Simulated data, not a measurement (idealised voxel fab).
Module name: voxel spacer lines (process module)
We display cut, a cross-section 225 nm in width whose square cells are each 5 nm.
How to read a cross-section here: the picture is a grid of square cells, written as bands going from the top down, and any band can span one or more rows of cells.
First you get the band's top height and its bottom height, in nm, and then the materials it's made of, left to right, with each width in nm. If you see a single material with "all across", that one covers the band edge to edge. "blank" is empty space.
For the purposes of this specification, 0 denotes the height below which the wafer in its as-received condition is composed wholly of one material, and the lowermost band, lacking a lower limit, extends downward without end, as expressed in "0 and below".
With a width like "30->40", each row of cells in the band differs from the next by the same amount, the top row carrying the first number and the bottom row the second.
"no alterations made" for a step: no cell of the cross-section changed in that step.
Any empty space of 8 cells or more lacking an open way to the top shows up in "Trapped voids" as width x height at distance, distance from the left edge, in nm.
Whatever follows a step's settings on its line is a remark the simulator itself makes about that step.
Regarding "overlay nm": on a step with a mask, it is the distance the mask lay to the right of its planned place; a negative value places it to the left.
The planned process steps are enumerated hereunder
step 1: RECEIVE (material Si)
step 2: CONFORMAL_DEP (material SiO2; thk nm 10)
step 3: DIRECTIONAL_DEP (material W; thk nm 15)
step 4: DIRECTIONAL_DEP (material aC; thk nm 25)
step 5: PATTERN (tone cover; mask id MANDREL; material resist; width nm 25; pitch nm 70; thk nm 35; overlay nm 0)
step 6: DIRECTIONAL_ETCH (etch materials aC; depth nm 25)
step 7: STRIP (etch materials resist)
step 8: CONFORMAL_DEP (material SiN; thk nm 10)
step 9: DIRECTIONAL_ETCH (etch materials SiN; depth nm 10)
step 10: STRIP (etch materials aC)
step 11: DIRECTIONAL_ETCH (etch materials W; depth nm 15)
step 12: STRIP (etch materials SiN)
Cross-sectional view of the wafer in its as-received condition, corresponding to the state after step 1
- 0 and below | Si all across
- Trapped voids: none
Cross-section, end of module. Start: as above. Plan: as above. Execution: one mistake
- 25 down to 10 | 30 of blank, 10 of W, 5 of blank, 10 of W, 45 of blank, 10 of W, 5 of blank, 10 of W, 45 of blank, 10 of W, 5 of blank, 10 of W, 30 of blank
- 10 down to 0 | SiO2 all across
- 0 and below | Si all across
- Trapped voids: none
Short version of what went wrong: step 5 did not happen as planned, as run it was PATTERN (tone open; mask id MANDREL; material resist; width nm 25; pitch nm 70; thk nm 35; overlay nm 0)
